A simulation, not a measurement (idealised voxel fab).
process module | voxel air gaps
cross-section cut | 175 nm wide | cells 5 nm
A cross-section is a grid of square cells, given in bands from the top down. A band is one or more rows of cells.
Each band's line starts with the height of the band's top and of its bottom, in nm. Then come its materials from left to right, each with its width in nm. One material with "throughout" fills the band from edge to edge. "air" is empty space.
Height 0 is the level under which the wafer as received is all one material. The lowest band goes on downwards, as in "0 down".
A width such as "30 to 40" changes by the same amount from each row of cells to the next, from the band's top row to its bottom row.
"no change" after a step means that no cell of the cross-section changed.
closed voids: empty space of 8 cells or more with no open way to the top, each as width x height at its distance from the left edge, in nm
after a step's settings: what the simulator itself notes on the step
overlay nm, on a step with a mask: how far to the right of its planned place the mask lay; to the left if negative
plan
1 op RECEIVE | material Si
2 op CONFORMAL_DEP | material SiO2 | thk nm 10
3 op CONFORMAL_DEP | material SiN | thk nm 5
4 op DIRECTIONAL_DEP | material lowk | thk nm 40
5 op PATTERN | tone open | mask id LINES | material resist | width nm 20 | pitch nm 45 | thk nm 20 | overlay nm 0
6 op DIRECTIONAL_ETCH | etch materials lowk | depth nm 40
7 op STRIP | etch materials resist
8 op CONFORMAL_DEP | material TiN | thk nm 5
9 op FILL_DEP | material Cu | thk nm 10
10 op CMP | height nm 55
11 op EPI | material Ru | thk nm 10
12 op SELECTIVE_ETCH | etch materials lowk | depth nm 50
13 op CONFORMAL_DEP | material SiN | thk nm 5
as received, after step 1
  0 down: Si throughout
  closed voids: none
a wafer at the end: this start, this plan, one mistake
  80 to 75: air 5 | SiN 160 | air 10
  75 to 55: air 5 | SiN 5 | Ru 150 | SiN 5 | air 10
  55 to 50: air 5 | SiN 25 | TiN 5 | Cu 10 | TiN 5 | lowk 25 | TiN 5 | Cu 10 | TiN 5 | lowk 25 | TiN 5 | Cu 10 | TiN 5 | SiN 25 | air 10
  50 to 20: air 25 | SiN 5 | TiN 5 | Cu 10 | TiN 5 | lowk 25 | TiN 5 | Cu 10 | TiN 5 | lowk 25 | TiN 5 | Cu 10 | TiN 5 | SiN 5 | air 30
  20 to 15: SiN 30 | TiN 20 | lowk 25 | TiN 20 | lowk 25 | TiN 20 | SiN 35
  15 to 10: SiN throughout
  10 to 0: SiO2 throughout
  0 down: Si throughout
  closed voids: none
what went wrong: step 11 was run twice
